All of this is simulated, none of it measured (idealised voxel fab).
process module | voxel spacer lines
cross-section cut | 290 nm wide | cells 5 nm
A cross-section is a grid of square cells, given in bands from the top down. A band is one or more rows of cells.
Each band's line starts with the height of the band's top and of its bottom, in nm. Then come its materials from left to right, each with its width in nm. One material with "throughout" fills the band from edge to edge. "air" is empty space.
Height 0 is the level under which the wafer as received is all one material. The lowest band goes on downwards, as in "0 down".
A width such as "30 to 40" changes by the same amount from each row of cells to the next, from the band's top row to its bottom row.
"no change" after a step means that no cell of the cross-section changed.
closed voids: empty space of 8 cells or more with no open way to the top, each as width x height at its distance from the left edge, in nm
after a step's settings: what the simulator itself notes on the step
overlay nm, on a step with a mask: how far to the right of its planned place the mask lay; to the left if negative
Each pair below shows a cross-section before one step and the cross-section after it, down to the lowest band that changed. The line under each pair gives the step between them, with its settings. The pairs can come from different runs of this module on the same starting wafer, so a pair continues from the pair above only where its "before" says so.
before
  0 down: Si throughout
  closed voids: none
after
  10 to 0: Al2O3 throughout
  below 0: unchanged
  closed voids: none
the step between: op CONFORMAL_DEP | material Al2O3 | thk nm 10
before: the cross-section after the pair above
after
  25 to 10: W throughout
  below 10: unchanged
  closed voids: none
the step between: op DIRECTIONAL_DEP | material W | thk nm 15
before: the cross-section after the pair above
after
  50 to 25: aC throughout
  below 25: unchanged
  closed voids: none
the step between: op DIRECTIONAL_DEP | material aC | thk nm 25
before: the cross-section after the pair above
after
  80 to 50: air 90 | resist 25 | air 55 | resist 25 | air 95
  below 50: unchanged
  closed voids: none
the step between: op PATTERN | tone cover | mask id MANDREL | material resist | width nm 25 | pitch nm 80 | thk nm 30 | overlay nm 0
before: the cross-section after the pair above
after
  55 to 50: air 90 | resist 25 | air 55 | resist 25 | air 95
  50 to 25: air 90 | aC 25 | air 55 | aC 25 | air 95
  below 25: unchanged
  closed voids: none
the step between: op DIRECTIONAL_ETCH | etch materials aC | depth nm 25
before: the cross-section after the pair above
after
  50 to 25: air 90 | aC 25 | air 55 | aC 25 | air 95
  below 25: unchanged
  closed voids: none
the step between: op STRIP | etch materials resist
before: the cross-section after the pair above
after
  65 to 50: air 75 | SiN 55 | air 25 | SiN 55 | air 80
  50 to 40: air 75 | SiN 15 | aC 25 | SiN 15 | air 25 | SiN 15 | aC 25 | SiN 15 | air 80
  40 to 25: SiN 90 | aC 25 | SiN 55 | aC 25 | SiN 95
  below 25: unchanged
  closed voids: none
the step between: op CONFORMAL_DEP | material SiN | thk nm 15
before: the cross-section after the pair above
after
  50 to 25: air 75 | SiN 15 | aC 25 | SiN 15 | air 25 | SiN 15 | aC 25 | SiN 15 | air 80
  below 25: unchanged
  closed voids: none
the step between: op DIRECTIONAL_ETCH | etch materials SiN | depth nm 15
before: the cross-section after the pair above
after
  50 to 25: air 75 | SiN 15 | air 25 | SiN 15 | air 25 | SiN 15 | air 25 | SiN 15 | air 80
  below 25: unchanged
  closed voids: none
the step between: op STRIP | etch materials aC
before: the cross-section after the pair above
after
  50 to 25: air 75 | SiN 15 | air 25 | SiN 15 | air 25 | SiN 15 | air 25 | SiN 15 | air 80
  25 to 10: air 75 | W 15 | air 25 | W 15 | air 25 | W 15 | air 25 | W 15 | air 80
  below 10: unchanged
  closed voids: none
the step between: op DIRECTIONAL_ETCH | etch materials W | depth nm 15
before: the cross-section after the pair above
after
  25 to 10: air 75 | W 15 | air 25 | W 15 | air 25 | W 15 | air 25 | W 15 | air 80
  below 10: unchanged
  closed voids: none
the step between: op STRIP | etch materials SiN
before
  0 down: Si throughout
  closed voids: none
after
  15 to 0: W throughout
  below 0: unchanged
  closed voids: none
the step between: op DIRECTIONAL_DEP | material W | thk nm 15
before: the cross-section after the pair above
after
  40 to 15: aC throughout
  below 15: unchanged
  closed voids: none
the step between: op DIRECTIONAL_DEP | material aC | thk nm 25
before: the cross-section after the pair above
after
  70 to 40: air 90 | resist 25 | air 55 | resist 25 | air 95
  below 40: unchanged
  closed voids: none
the step between: op PATTERN | tone cover | mask id MANDREL | material resist | width nm 25 | pitch nm 80 | thk nm 30 | overlay nm 0
before: the cross-section after the pair above
after
  45 to 40: air 90 | resist 25 | air 55 | resist 25 | air 95
  40 to 15: air 90 | aC 25 | air 55 | aC 25 | air 95
  below 15: unchanged
  closed voids: none
the step between: op DIRECTIONAL_ETCH | etch materials aC | depth nm 25
before: the cross-section after the pair above
after
  40 to 15: air 90 | aC 25 | air 55 | aC 25 | air 95
  below 15: unchanged
  closed voids: none
the step between: op STRIP | etch materials resist
before: the cross-section after the pair above
after
  55 to 40: air 75 | SiN 55 | air 25 | SiN 55 | air 80
  40 to 30: air 75 | SiN 15 | aC 25 | SiN 15 | air 25 | SiN 15 | aC 25 | SiN 15 | air 80
  30 to 15: SiN 90 | aC 25 | SiN 55 | aC 25 | SiN 95
  below 15: unchanged
  closed voids: none
the step between: op CONFORMAL_DEP | material SiN | thk nm 15
before: the cross-section after the pair above
after
  40 to 15: air 75 | SiN 15 | aC 25 | SiN 15 | air 25 | SiN 15 | aC 25 | SiN 15 | air 80
  below 15: unchanged
  closed voids: none
the step between: op DIRECTIONAL_ETCH | etch materials SiN | depth nm 15
before: the cross-section after the pair above
after
  40 to 15: air 75 | SiN 15 | air 25 | SiN 15 | air 25 | SiN 15 | air 25 | SiN 15 | air 80
  below 15: unchanged
  closed voids: none
the step between: op STRIP | etch materials aC
before: the cross-section after the pair above
after
  40 to 15: air 75 | SiN 15 | air 25 | SiN 15 | air 25 | SiN 15 | air 25 | SiN 15 | air 80
  15 to 0: air 75 | W 15 | air 25 | W 15 | air 25 | W 15 | air 25 | W 15 | air 80
  below 0: unchanged
  closed voids: none
the step between: op DIRECTIONAL_ETCH | etch materials W | depth nm 15
before: the cross-section after the pair above
after
  15 to 0: air 75 | W 15 | air 25 | W 15 | air 25 | W 15 | air 25 | W 15 | air 80
  below 0: unchanged
  closed voids: none
the step between: op STRIP | etch materials SiN
before
  25 to 10: W throughout
  10 to 0: Al2O3 throughout
  0 down: Si throughout
  closed voids: none
after
  40 to 10: W throughout
  below 10: unchanged
  closed voids: none
the step between: op DIRECTIONAL_DEP | material W | thk nm 15
before: the cross-section after the pair above
after
  65 to 40: aC throughout
  below 40: unchanged
  closed voids: none
the step between: op DIRECTIONAL_DEP | material aC | thk nm 25
before: the cross-section after the pair above
after
  95 to 65: air 90 | resist 25 | air 55 | resist 25 | air 95
  below 65: unchanged
  closed voids: none
the step between: op PATTERN | tone cover | mask id MANDREL | material resist | width nm 25 | pitch nm 80 | thk nm 30 | overlay nm 0
before: the cross-section after the pair above
after
  70 to 65: air 90 | resist 25 | air 55 | resist 25 | air 95
  65 to 40: air 90 | aC 25 | air 55 | aC 25 | air 95
  below 40: unchanged
  closed voids: none
the step between: op DIRECTIONAL_ETCH | etch materials aC | depth nm 25
before: the cross-section after the pair above
after
  65 to 40: air 90 | aC 25 | air 55 | aC 25 | air 95
  below 40: unchanged
  closed voids: none
the step between: op STRIP | etch materials resist
before: the cross-section after the pair above
after
  80 to 65: air 75 | SiN 55 | air 25 | SiN 55 | air 80
  65 to 55: air 75 | SiN 15 | aC 25 | SiN 15 | air 25 | SiN 15 | aC 25 | SiN 15 | air 80
  55 to 40: SiN 90 | aC 25 | SiN 55 | aC 25 | SiN 95
  below 40: unchanged
  closed voids: none
the step between: op CONFORMAL_DEP | material SiN | thk nm 15
before: the cross-section after the pair above
after
  65 to 40: air 75 | SiN 15 | aC 25 | SiN 15 | air 25 | SiN 15 | aC 25 | SiN 15 | air 80
  below 40: unchanged
  closed voids: none
the step between: op DIRECTIONAL_ETCH | etch materials SiN | depth nm 15
before: the cross-section after the pair above
after
  65 to 40: air 75 | SiN 15 | air 25 | SiN 15 | air 25 | SiN 15 | air 25 | SiN 15 | air 80
  below 40: unchanged
  closed voids: none
the step between: op STRIP | etch materials aC
before: the cross-section after the pair above
after
  65 to 40: air 75 | SiN 15 | air 25 | SiN 15 | air 25 | SiN 15 | air 25 | SiN 15 | air 80
  40 to 25: air 75 | W 15 | air 25 | W 15 | air 25 | W 15 | air 25 | W 15 | air 80
  below 25: unchanged
  closed voids: none
the step between: op DIRECTIONAL_ETCH | etch materials W | depth nm 15
before: the cross-section after the pair above
after
  40 to 25: air 75 | W 15 | air 25 | W 15 | air 25 | W 15 | air 25 | W 15 | air 80
  below 25: unchanged
  closed voids: none
the step between: op STRIP | etch materials SiN
before
  10 to 0: Al2O3 throughout
  0 down: Si throughout
  closed voids: none
after
  35 to 10: aC throughout
  below 10: unchanged
  closed voids: none
the step between: op DIRECTIONAL_DEP | material aC | thk nm 25
before: the cross-section after the pair above
after
  50 to 35: W throughout
  below 35: unchanged
  closed voids: none
the step between: op DIRECTIONAL_DEP | material W | thk nm 15
before: the cross-section after the pair above
after
  80 to 50: air 90 | resist 25 | air 55 | resist 25 | air 95
  below 50: unchanged
  closed voids: none
the step between: op PATTERN | tone cover | mask id MANDREL | material resist | width nm 25 | pitch nm 80 | thk nm 30 | overlay nm 0
before: the cross-section after the pair above
after
  55 to 50: air 90 | resist 25 | air 55 | resist 25 | air 95
  below 50: unchanged
  closed voids: none
the step between: op DIRECTIONAL_ETCH | etch materials aC | depth nm 25
before: the cross-section after the pair above
after
  50 to 35: W throughout
  below 35: unchanged
  closed voids: none
the step between: op STRIP | etch materials resist
before: the cross-section after the pair above
after
  65 to 50: SiN throughout
  below 50: unchanged
  closed voids: none
the step between: op CONFORMAL_DEP | material SiN | thk nm 15
before: the cross-section after the pair above
after
  50 to 35: W throughout
  below 35: unchanged
  closed voids: none
the step between: op DIRECTIONAL_ETCH | etch materials SiN | depth nm 15
before: the cross-section after the pair above
after
  35 to 10: aC throughout
  below 10: unchanged
  closed voids: none
the step between: op DIRECTIONAL_ETCH | etch materials W | depth nm 15
before
  0 down: Si throughout
  closed voids: none
after
  15 to 0: Al2O3 throughout
  below 0: unchanged
  closed voids: none
the step between: op CONFORMAL_DEP | material Al2O3 | thk nm 15
before: the cross-section after the pair above
after
  30 to 15: W throughout
  below 15: unchanged
  closed voids: none
the step between: op DIRECTIONAL_DEP | material W | thk nm 15
before: the cross-section after the pair above
after
  55 to 30: aC throughout
  below 30: unchanged
  closed voids: none
the step between: op DIRECTIONAL_DEP | material aC | thk nm 25
before: the cross-section after the pair above
after
  85 to 55: air 90 | resist 25 | air 55 | resist 25 | air 95
  below 55: unchanged
  closed voids: none
the step between: op PATTERN | tone cover | mask id MANDREL | material resist | width nm 25 | pitch nm 80 | thk nm 30 | overlay nm 0
before: the cross-section after the pair above
after
  60 to 55: air 90 | resist 25 | air 55 | resist 25 | air 95
  55 to 30: air 90 | aC 25 | air 55 | aC 25 | air 95
  below 30: unchanged
  closed voids: none
the step between: op DIRECTIONAL_ETCH | etch materials aC | depth nm 25
before: the cross-section after the pair above
after
  55 to 30: air 90 | aC 25 | air 55 | aC 25 | air 95
  below 30: unchanged
  closed voids: none
the step between: op STRIP | etch materials resist
before: the cross-section after the pair above
after
  70 to 55: air 75 | SiN 55 | air 25 | SiN 55 | air 80
  55 to 45: air 75 | SiN 15 | aC 25 | SiN 15 | air 25 | SiN 15 | aC 25 | SiN 15 | air 80
  45 to 30: SiN 90 | aC 25 | SiN 55 | aC 25 | SiN 95
  below 30: unchanged
  closed voids: none
the step between: op CONFORMAL_DEP | material SiN | thk nm 15
before: the cross-section after the pair above
after
  55 to 30: air 75 | SiN 15 | aC 25 | SiN 15 | air 25 | SiN 15 | aC 25 | SiN 15 | air 80
  below 30: unchanged
  closed voids: none
the step between: op DIRECTIONAL_ETCH | etch materials SiN | depth nm 15
before: the cross-section after the pair above
after
  55 to 30: air 75 | SiN 15 | air 25 | SiN 15 | air 25 | SiN 15 | air 25 | SiN 15 | air 80
  below 30: unchanged
  closed voids: none
the step between: op STRIP | etch materials aC
before: the cross-section after the pair above
after
  55 to 30: air 75 | SiN 15 | air 25 | SiN 15 | air 25 | SiN 15 | air 25 | SiN 15 | air 80
  30 to 15: air 75 | W 15 | air 25 | W 15 | air 25 | W 15 | air 25 | W 15 | air 80
  below 15: unchanged
  closed voids: none
the step between: op DIRECTIONAL_ETCH | etch materials W | depth nm 15
before: the cross-section after the pair above
after
  30 to 15: air 75 | W 15 | air 25 | W 15 | air 25 | W 15 | air 25 | W 15 | air 80
  below 15: unchanged
  closed voids: none
the step between: op STRIP | etch materials SiN
before
  50 to 25: aC throughout
  25 to 10: W throughout
  10 to 0: Al2O3 throughout
  0 down: Si throughout
  closed voids: none
after
  80 to 50: air 95 | resist 20 | air 60 | resist 20 | air 95
  below 50: unchanged
  closed voids: none
the step between: op PATTERN | tone cover | mask id MANDREL | material resist | width nm 20 | pitch nm 80 | thk nm 30 | overlay nm 0
before: the cross-section after the pair above
after
  55 to 50: air 95 | resist 20 | air 60 | resist 20 | air 95
  50 to 25: air 95 | aC 20 | air 60 | aC 20 | air 95
  below 25: unchanged
  closed voids: none
the step between: op DIRECTIONAL_ETCH | etch materials aC | depth nm 25
before: the cross-section after the pair above
after
  50 to 25: air 95 | aC 20 | air 60 | aC 20 | air 95
  below 25: unchanged
  closed voids: none
the step between: op STRIP | etch materials resist
before: the cross-section after the pair above
after
  65 to 50: air 80 | SiN 50 | air 30 | SiN 50 | air 80
  50 to 40: air 80 | SiN 15 | aC 20 | SiN 15 | air 30 | SiN 15 | aC 20 | SiN 15 | air 80
  40 to 25: SiN 95 | aC 20 | SiN 60 | aC 20 | SiN 95
  below 25: unchanged
  closed voids: none
the step between: op CONFORMAL_DEP | material SiN | thk nm 15
before: the cross-section after the pair above
after
  50 to 25: air 80 | SiN 15 | aC 20 | SiN 15 | air 30 | SiN 15 | aC 20 | SiN 15 | air 80
  below 25: unchanged
  closed voids: none
the step between: op DIRECTIONAL_ETCH | etch materials SiN | depth nm 15
before: the cross-section after the pair above
after
  50 to 25: air 80 | SiN 15 | air 20 | SiN 15 | air 30 | SiN 15 | air 20 | SiN 15 | air 80
  below 25: unchanged
  closed voids: none
the step between: op STRIP | etch materials aC
before: the cross-section after the pair above
after
  50 to 25: air 80 | SiN 15 | air 20 | SiN 15 | air 30 | SiN 15 | air 20 | SiN 15 | air 80
  25 to 10: air 80 | W 15 | air 20 | W 15 | air 30 | W 15 | air 20 | W 15 | air 80
  below 10: unchanged
  closed voids: none
the step between: op DIRECTIONAL_ETCH | etch materials W | depth nm 15
before: the cross-section after the pair above
after
  25 to 10: air 80 | W 15 | air 20 | W 15 | air 30 | W 15 | air 20 | W 15 | air 80
  below 10: unchanged
  closed voids: none
the step between: op STRIP | etch materials SiN
before
  50 to 25: aC throughout
  25 to 10: W throughout
  10 to 0: Al2O3 throughout
  0 down: Si throughout
  closed voids: none
after
  80 to 50: air 80 | resist 25 | air 55 | resist 25 | air 105
  below 50: unchanged
  closed voids: none
the step between: op PATTERN | tone cover | mask id MANDREL | material resist | width nm 25 | pitch nm 80 | thk nm 30 | overlay nm -10
before: the cross-section after the pair above
after
  55 to 50: air 80 | resist 25 | air 55 | resist 25 | air 105
  50 to 25: air 80 | aC 25 | air 55 | aC 25 | air 105
  below 25: unchanged
  closed voids: none
the step between: op DIRECTIONAL_ETCH | etch materials aC | depth nm 25
before: the cross-section after the pair above
after
  50 to 25: air 80 | aC 25 | air 55 | aC 25 | air 105
  below 25: unchanged
  closed voids: none
the step between: op STRIP | etch materials resist
before: the cross-section after the pair above
after
  65 to 50: air 65 | SiN 55 | air 25 | SiN 55 | air 90
  50 to 40: air 65 | SiN 15 | aC 25 | SiN 15 | air 25 | SiN 15 | aC 25 | SiN 15 | air 90
  40 to 25: SiN 80 | aC 25 | SiN 55 | aC 25 | SiN 105
  below 25: unchanged
  closed voids: none
the step between: op CONFORMAL_DEP | material SiN | thk nm 15
before: the cross-section after the pair above
after
  50 to 25: air 65 | SiN 15 | aC 25 | SiN 15 | air 25 | SiN 15 | aC 25 | SiN 15 | air 90
  below 25: unchanged
  closed voids: none
the step between: op DIRECTIONAL_ETCH | etch materials SiN | depth nm 15
before: the cross-section after the pair above
after
  50 to 25: air 65 | SiN 15 | air 25 | SiN 15 | air 25 | SiN 15 | air 25 | SiN 15 | air 90
  below 25: unchanged
  closed voids: none
the step between: op STRIP | etch materials aC
before: the cross-section after the pair above
after
  50 to 25: air 65 | SiN 15 | air 25 | SiN 15 | air 25 | SiN 15 | air 25 | SiN 15 | air 90
  25 to 10: air 65 | W 15 | air 25 | W 15 | air 25 | W 15 | air 25 | W 15 | air 90
  below 10: unchanged
  closed voids: none
the step between: op DIRECTIONAL_ETCH | etch materials W | depth nm 15
before: the cross-section after the pair above
after
  25 to 10: air 65 | W 15 | air 25 | W 15 | air 25 | W 15 | air 25 | W 15 | air 90
  below 10: unchanged
  closed voids: none
the step between: op STRIP | etch materials SiN
before
  25 to 10: W throughout
  10 to 0: Al2O3 throughout
  0 down: Si throughout
  closed voids: none
after
  50 to 10: W throughout
  below 10: unchanged
  closed voids: none
the step between: op DIRECTIONAL_DEP | material W | thk nm 25
before: the cross-section after the pair above
after
  80 to 50: air 90 | resist 25 | air 55 | resist 25 | air 95
  below 50: unchanged
  closed voids: none
the step between: op PATTERN | tone cover | mask id MANDREL | material resist | width nm 25 | pitch nm 80 | thk nm 30 | overlay nm 0
before: the cross-section after the pair above
after
  55 to 50: air 90 | resist 25 | air 55 | resist 25 | air 95
  below 50: unchanged
  closed voids: none
the step between: op DIRECTIONAL_ETCH | etch materials aC | depth nm 25
before: the cross-section after the pair above
after
  50 to 10: W throughout
  below 10: unchanged
  closed voids: none
the step between: op STRIP | etch materials resist
before: the cross-section after the pair above
after
  65 to 50: SiN throughout
  below 50: unchanged
  closed voids: none
the step between: op CONFORMAL_DEP | material SiN | thk nm 15
before: the cross-section after the pair above
after
  50 to 10: W throughout
  below 10: unchanged
  closed voids: none
the step between: op DIRECTIONAL_ETCH | etch materials SiN | depth nm 15
before: the cross-section after the pair above
after
  35 to 10: W throughout
  below 10: unchanged
  closed voids: none
the step between: op DIRECTIONAL_ETCH | etch materials W | depth nm 15
before
  50 to 25: aC throughout
  25 to 10: W throughout
  10 to 0: Al2O3 throughout
  0 down: Si throughout
  closed voids: none
after
  80 to 50: resist 90 | air 25 | resist 55 | air 25 | resist 95
  below 50: unchanged
  closed voids: none
the step between: op PATTERN | tone open | mask id MANDREL | material resist | width nm 25 | pitch nm 80 | thk nm 30 | overlay nm 0
before: the cross-section after the pair above
after
  55 to 50: resist 90 | air 25 | resist 55 | air 25 | resist 95
  50 to 25: aC 90 | air 25 | aC 55 | air 25 | aC 95
  below 25: unchanged
  closed voids: none
the step between: op DIRECTIONAL_ETCH | etch materials aC | depth nm 25
before: the cross-section after the pair above
after
  50 to 25: aC 90 | air 25 | aC 55 | air 25 | aC 95
  below 25: unchanged
  closed voids: none
the step between: op STRIP | etch materials resist
before: the cross-section after the pair above
after
  65 to 50: SiN throughout
  50 to 25: aC 90 | SiN 25 | aC 55 | SiN 25 | aC 95
  below 25: unchanged
  closed voids: none
the step between: op CONFORMAL_DEP | material SiN | thk nm 15
before: the cross-section after the pair above
after
  50 to 25: aC 90 | SiN 25 | aC 55 | SiN 25 | aC 95
  below 25: unchanged
  closed voids: none
the step between: op DIRECTIONAL_ETCH | etch materials SiN | depth nm 15
before: the cross-section after the pair above
after
  50 to 25: air 90 | SiN 25 | air 55 | SiN 25 | air 95
  below 25: unchanged
  closed voids: none
the step between: op STRIP | etch materials aC
before: the cross-section after the pair above
after
  50 to 25: air 90 | SiN 25 | air 55 | SiN 25 | air 95
  25 to 10: air 90 | W 25 | air 55 | W 25 | air 95
  below 10: unchanged
  closed voids: none
the step between: op DIRECTIONAL_ETCH | etch materials W | depth nm 15
before: the cross-section after the pair above
after
  25 to 10: air 90 | W 25 | air 55 | W 25 | air 95
  below 10: unchanged
  closed voids: none
the step between: op STRIP | etch materials SiN
